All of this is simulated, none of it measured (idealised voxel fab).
process module | voxel air gaps
cross-section cut | 300 nm wide | cells 5 nm
A cross-section is a grid of square cells, given in bands from the top down. A band is one or more rows of cells.
Each band's line starts with the height of the band's top and of its bottom, in nm. Then come its materials from left to right, each with its width in nm. One material with "throughout" fills the band from edge to edge. "air" is empty space.
Height 0 is the level under which the wafer as received is all one material. The lowest band goes on downwards, as in "0 down".
A width such as "30 to 40" changes by the same amount from each row of cells to the next, from the band's top row to its bottom row.
"no change" after a step means that no cell of the cross-section changed.
closed voids: empty space of 8 cells or more with no open way to the top, each as width x height at its distance from the left edge, in nm
after a step's settings: what the simulator itself notes on the step
overlay nm, on a step with a mask: how far to the right of its planned place the mask lay; to the left if negative
plan
1 op RECEIVE | material Si
2 op CONFORMAL_DEP | material SiO2 | thk nm 15
3 op CONFORMAL_DEP | material SiCN | thk nm 5
4 op DIRECTIONAL_DEP | material lowk | thk nm 30
5 op PATTERN | tone open | mask id LINES | material resist | width nm 15 | pitch nm 55 | thk nm 20 | overlay nm 0
6 op DIRECTIONAL_ETCH | etch materials lowk | depth nm 30
7 op STRIP | etch materials resist
8 op CONFORMAL_DEP | material TiN | thk nm 5
9 op FILL_DEP | material W | thk nm 5
10 op CMP | height nm 50
11 op EPI | material Ru | thk nm 10
12 op SELECTIVE_ETCH | etch materials lowk | depth nm 40
13 op CONFORMAL_DEP | material SiCN | thk nm 5
varied across the wafers: width nm of step 5. The plan shows the first wafer's value. All wafers start alike
first wafer as received, after step 1
  0 down: Si throughout
  closed voids: none
each wafer at the end: cells of each material gained (+) or lost (-) since it was received, then its closed voids
width nm 15 | +56 Ru | +216 SiCN | +180 SiO2 | +52 TiN | +20 W | closed voids: none
width nm 20 | +64 Ru | +216 SiCN | +180 SiO2 | +56 TiN | +40 W | closed voids: none
width nm 25 | +72 Ru | +216 SiCN | +180 SiO2 | +60 TiN | +60 W | closed voids: 20 x 20 at 85; 20 x 20 at 140; 20 x 20 at 195
width nm 30 | +80 Ru | +204 SiCN | +180 SiO2 | +64 TiN | +80 W | closed voids: 15 x 20 at 90; 15 x 20 at 145; 15 x 20 at 200
width nm 35 | +88 Ru | +144 SiCN | +180 SiO2 | +68 TiN | +100 W | +72 lowk | closed voids: none
width nm 40 | +90 Ru | +144 SiCN | +180 SiO2 | +72 TiN | +120 W | +54 lowk | closed voids: none
